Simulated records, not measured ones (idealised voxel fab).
Title: Process Module voxel trench capacitor
This is section cut - it's 285 nm across, gridded in 5 nm square cells.
Each cross-section below is a grid of square cells, stated as bands in top-down order, with one or more rows of cells making up each band. Each band's line starts with the height of the band's top and of its bottom, in nm. Then come its materials from left to right, each with its width in nm. One material with "edge to edge" fills the band from edge to edge. "air" is empty space. Measure heights from 0. That's the level where, below it, the as-received wafer is all one material. The lowest band is bottomless and extends downward; write it as in "0..down". It should be noted that a width expressed as "30..40" varies in equal increments from row to row of cells within the band, taking the value of the first number at the top row and that of the second number at the bottom row. "no modification" means the step left every cell of the cross-section as it was. So "Enclosed void catalog" is basically the list of trapped voids: any empty space of 8 cells or more that can't reach the top through an opening. They're written width x height at distance, the distance being from the left edge, and it's all nm. The remark found on a step's line after its settings is issued by the simulator itself and pertains to that step. overlay nm: where the mask lay relative to plan, measured to the right, on steps with a mask; negatives go left.
## So here's the lineup of process steps we planned
- 1: RECEIVE: material Si
- 2: CONFORMAL_DEP: material SiN, thk nm 5
- 3: DIRECTIONAL_DEP: material aC, thk nm 10
- 4: PATTERN: tone open, mask id TRENCH, material resist, width nm 25, pitch nm 40, thk nm 30, overlay nm 0
- 5: DIRECTIONAL_ETCH: etch materials aC, depth nm 10
- 6: STRIP: etch materials resist
- 7: DIRECTIONAL_ETCH: etch materials SiN, depth nm 5
- 8: DIRECTIONAL_ETCH: etch materials Si, depth nm 40
- 9: STRIP: etch materials aC
- 10: CONFORMAL_DEP: material Al2O3, thk nm 5
- 11: CONFORMAL_DEP: material TiN, thk nm 5
- 12: FILL_DEP: material W, thk nm 10
- 13: CMP: height nm 5
## The first of a set of two wafers, run to plan
## Incoming wafer, cross-sectional view, post step 1
* 0..down | Si edge to edge
* Enclosed void catalog: none
## State of the wafer after step 2, shown in cross-section
* 5..0 | SiN edge to edge
* Nothing below the height 0 has changed.
## State of the wafer after step 3, shown in cross-section
* 15..5 | aC edge to edge
* Nothing below the height 5 has changed.
## State of the wafer after step 4, shown in cross-section
* 45..15 | resist=110, then air=25, then resist=15, then air=25, then resist=110
* Nothing below the height 15 has changed.
## State of the wafer after step 5, shown in cross-section
* 35..15 | resist=110, then air=25, then resist=15, then air=25, then resist=110
* 15..5 | aC=110, then air=25, then aC=15, then air=25, then aC=110
* Nothing below the height 5 has changed.
## State of the wafer after step 6, shown in cross-section
* 15..5 | aC=110, then air=25, then aC=15, then air=25, then aC=110
* Nothing below the height 5 has changed.
## State of the wafer after step 7, shown in cross-section
* 15..5 | aC=110, then air=25, then aC=15, then air=25, then aC=110
* 5..0 | SiN=110, then air=25, then SiN=15, then air=25, then SiN=110
* Nothing below the height 0 has changed.
## State of the wafer after step 8, shown in cross-section
* 15..5 | aC=110, then air=25, then aC=15, then air=25, then aC=110
* 5..0 | SiN=110, then air=25, then SiN=15, then air=25, then SiN=110
* 0..-40 | Si=110, then air=25, then Si=15, then air=25, then Si=110
* Nothing below the height -40 has changed.
## State of the wafer after step 9, shown in cross-section
* 5..0 | SiN=110, then air=25, then SiN=15, then air=25, then SiN=110
* Nothing below the height 0 has changed.
## State of the wafer after step 10, shown in cross-section
* 10..5 | Al2O3=115, then air=15, then Al2O3=25, then air=15, then Al2O3=115
* 5..0 | SiN=110, then Al2O3=5, then air=15, then Al2O3=5, then SiN=15, then Al2O3=5, then air=15, then Al2O3=5, then SiN=110
* 0..-35 | Si=110, then Al2O3=5, then air=15, then Al2O3=5, then Si=15, then Al2O3=5, then air=15, then Al2O3=5, then Si=110
* -35..-40 | Si=110, then Al2O3=25, then Si=15, then Al2O3=25, then Si=110
* Nothing below the height -40 has changed.
## State of the wafer after step 11, shown in cross-section
* 15..10 | TiN=120, then air=5, then TiN=35, then air=5, then TiN=120
* 10..5 | Al2O3=115, then TiN=5, then air=5, then TiN=5, then Al2O3=25, then TiN=5, then air=5, then TiN=5, then Al2O3=115
* 5..0 | SiN=110, then Al2O3=5, then TiN=5, then air=5, then TiN=5, then Al2O3=5, then SiN=15, then Al2O3=5, then TiN=5, then air=5, then TiN=5, then Al2O3=5, then SiN=110
* 0..-30 | Si=110, then Al2O3=5, then TiN=5, then air=5, then TiN=5, then Al2O3=5, then Si=15, then Al2O3=5, then TiN=5, then air=5, then TiN=5, then Al2O3=5, then Si=110
* -30..-35 | Si=110, then Al2O3=5, then TiN=15, then Al2O3=5, then Si=15, then Al2O3=5, then TiN=15, then Al2O3=5, then Si=110
* Nothing below the height -35 has changed.
## State of the wafer after step 12, shown in cross-section
* 25..15 | W edge to edge
* 15..10 | TiN=120, then W=5, then TiN=35, then W=5, then TiN=120
* 10..5 | Al2O3=115, then TiN=5, then W=5, then TiN=5, then Al2O3=25, then TiN=5, then W=5, then TiN=5, then Al2O3=115
* 5..0 | SiN=110, then Al2O3=5, then TiN=5, then W=5, then TiN=5, then Al2O3=5, then SiN=15, then Al2O3=5, then TiN=5, then W=5, then TiN=5, then Al2O3=5, then SiN=110
* 0..-30 | Si=110, then Al2O3=5, then TiN=5, then W=5, then TiN=5, then Al2O3=5, then Si=15, then Al2O3=5, then TiN=5, then W=5, then TiN=5, then Al2O3=5, then Si=110
* Nothing below the height -30 has changed.
## State of the wafer after step 13, shown in cross-section
* 5..0 | SiN=110, then Al2O3=5, then TiN=5, then W=5, then TiN=5, then Al2O3=5, then SiN=15, then Al2O3=5, then TiN=5, then W=5, then TiN=5, then Al2O3=5, then SiN=110
* Nothing below the height 0 has changed.
## Now the other wafer: same start, same recipe, but we messed up one thing when running it. Up to and including step 9 it's the same as the first one
## Second wafer, sectioned view, at step 10's planned end time
* 10..5 | TiN=115, then air=15, then TiN=25, then air=15, then TiN=115
* 5..0 | SiN=110, then TiN=5, then air=15, then TiN=5, then SiN=15, then TiN=5, then air=15, then TiN=5, then SiN=110
* 0..-35 | Si=110, then TiN=5, then air=15, then TiN=5, then Si=15, then TiN=5, then air=15, then TiN=5, then Si=110
* -35..-40 | Si=110, then TiN=25, then Si=15, then TiN=25, then Si=110
* Nothing below the height -40 has changed.
## Second wafer, sectioned view, at step 11's planned end time
* 15..10 | Al2O3=120, then air=5, then Al2O3=35, then air=5, then Al2O3=120
* 10..5 | TiN=115, then Al2O3=5, then air=5, then Al2O3=5, then TiN=25, then Al2O3=5, then air=5, then Al2O3=5, then TiN=115
* 5..0 | SiN=110, then TiN=5, then Al2O3=5, then air=5, then Al2O3=5, then TiN=5, then SiN=15, then TiN=5, then Al2O3=5, then air=5, then Al2O3=5, then TiN=5, then SiN=110
* 0..-30 | Si=110, then TiN=5, then Al2O3=5, then air=5, then Al2O3=5, then TiN=5, then Si=15, then TiN=5, then Al2O3=5, then air=5, then Al2O3=5, then TiN=5, then Si=110
* -30..-35 | Si=110, then TiN=5, then Al2O3=15, then TiN=5, then Si=15, then TiN=5, then Al2O3=15, then TiN=5, then Si=110
* Nothing below the height -35 has changed.
## Second wafer, sectioned view, at step 12's planned end time
* 25..15 | W edge to edge
* 15..10 | Al2O3=120, then W=5, then Al2O3=35, then W=5, then Al2O3=120
* 10..5 | TiN=115, then Al2O3=5, then W=5, then Al2O3=5, then TiN=25, then Al2O3=5, then W=5, then Al2O3=5, then TiN=115
* 5..0 | SiN=110, then TiN=5, then Al2O3=5, then W=5, then Al2O3=5, then TiN=5, then SiN=15, then TiN=5, then Al2O3=5, then W=5, then Al2O3=5, then TiN=5, then SiN=110
* 0..-30 | Si=110, then TiN=5, then Al2O3=5, then W=5, then Al2O3=5, then TiN=5, then Si=15, then TiN=5, then Al2O3=5, then W=5, then Al2O3=5, then TiN=5, then Si=110
* Nothing below the height -30 has changed.
## Second wafer, sectioned view, at step 13's planned end time
* 5..0 | SiN=110, then TiN=5, then Al2O3=5, then W=5, then Al2O3=5, then TiN=5, then SiN=15, then TiN=5, then Al2O3=5, then W=5, then Al2O3=5, then TiN=5, then SiN=110
* Nothing below the height 0 has changed.
Diagnosis: the processing plan was not followed for steps 10 and 11, which were run with their positions exchanged
The closing comparison, in cells, has the second wafer with more or fewer of some materials than the first: 8 fewer of Al2O3 | 8 more of TiN
